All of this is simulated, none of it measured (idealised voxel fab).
process module | voxel wiring stack
cross-section cut | 220 nm wide | cells 5 nm
A cross-section is a grid of square cells, given in bands from the top down. A band is one or more rows of cells.
Each band's line starts with the height of the band's top and of its bottom, in nm. Then come its materials from left to right, each with its width in nm. One material with "throughout" fills the band from edge to edge. "air" is empty space.
Height 0 is the level under which the wafer as received is all one material. The lowest band goes on downwards, as in "0 down".
A width such as "30 to 40" changes by the same amount from each row of cells to the next, from the band's top row to its bottom row.
"no change" after a step means that no cell of the cross-section changed.
closed voids: empty space of 8 cells or more with no open way to the top, each as width x height at its distance from the left edge, in nm
after a step's settings: what the simulator itself notes on the step
overlay nm, on a step with a mask: how far to the right of its planned place the mask lay; to the left if negative
plan
1 op RECEIVE | material Si
2 op CONFORMAL_DEP | material SiO2 | thk nm 15
3 op CONFORMAL_DEP | material SiN | thk nm 5
4 op DIRECTIONAL_DEP | material SiO2 | thk nm 25
5 op PATTERN | tone open | mask id METAL_1 | material resist | width nm 25 | pitch nm 50 | thk nm 20 | overlay nm 0
6 op DIRECTIONAL_ETCH | etch materials SiO2 | depth nm 25
7 op DIRECTIONAL_ETCH | etch materials SiN | depth nm 5
8 op STRIP | etch materials resist
9 op CONFORMAL_DEP | material TiN | thk nm 5
10 op FILL_DEP | material W | thk nm 5
11 op CMP | height nm 45
12 op CONFORMAL_DEP | material SiCN | thk nm 5
13 op DIRECTIONAL_DEP | material SiO2 | thk nm 10
14 op PATTERN | tone open | mask id PLUG_1 | material resist | width nm 15 | pitch nm 50 | thk nm 20 | overlay nm 0
15 op DIRECTIONAL_ETCH | etch materials SiO2 | depth nm 10
16 op DIRECTIONAL_ETCH | etch materials SiCN | depth nm 5
17 op STRIP | etch materials resist
18 op EPI | material Ru | thk nm 10
19 op EPI | material Ru | thk nm 5
20 op DIRECTIONAL_DEP | material TiN | thk nm 5
21 op DIRECTIONAL_DEP | material Ru | thk nm 25
22 op PATTERN | tone cover | mask id METAL_2 | material resist | width nm 25 | pitch nm 50 | thk nm 15 | overlay nm 0
23 op DIRECTIONAL_ETCH | etch materials Ru | depth nm 25
24 op DIRECTIONAL_ETCH | etch materials TiN | depth nm 5
25 op STRIP | etch materials resist
26 op FILL_DEP | material SiO2 | thk nm 10
27 op CMP | height nm 90
28 op CONFORMAL_DEP | material SiN | thk nm 5
as received, after step 1
  0 down: Si throughout
  closed voids: none
a wafer at the end: this start, this plan, one mistake
  95 to 90: SiN throughout
  90 to 65: SiO2 70 | Ru 25 | SiO2 25 | Ru 25 | SiO2 75
  65 to 60: SiO2 70 | TiN 25 | SiO2 25 | TiN 25 | SiO2 75
  60 to 50: SiO2 70 | Ru 15 | SiO2 35 | Ru 15 | SiO2 85
  50 to 45: SiCN 70 | Ru 15 | SiCN 35 | Ru 15 | SiCN 85
  45 to 35: SiO2 70 | TiN 5 | W 15 | TiN 5 | SiO2 25 | TiN 5 | W 15 | TiN 5 | SiO2 75
  35 to 30: SiN 70 | TiN 25 | SiN 25 | TiN 25 | SiN 75
  30 to 0: SiO2 throughout
  0 down: Si throughout
  closed voids: none
what went wrong: step 2 was run twice
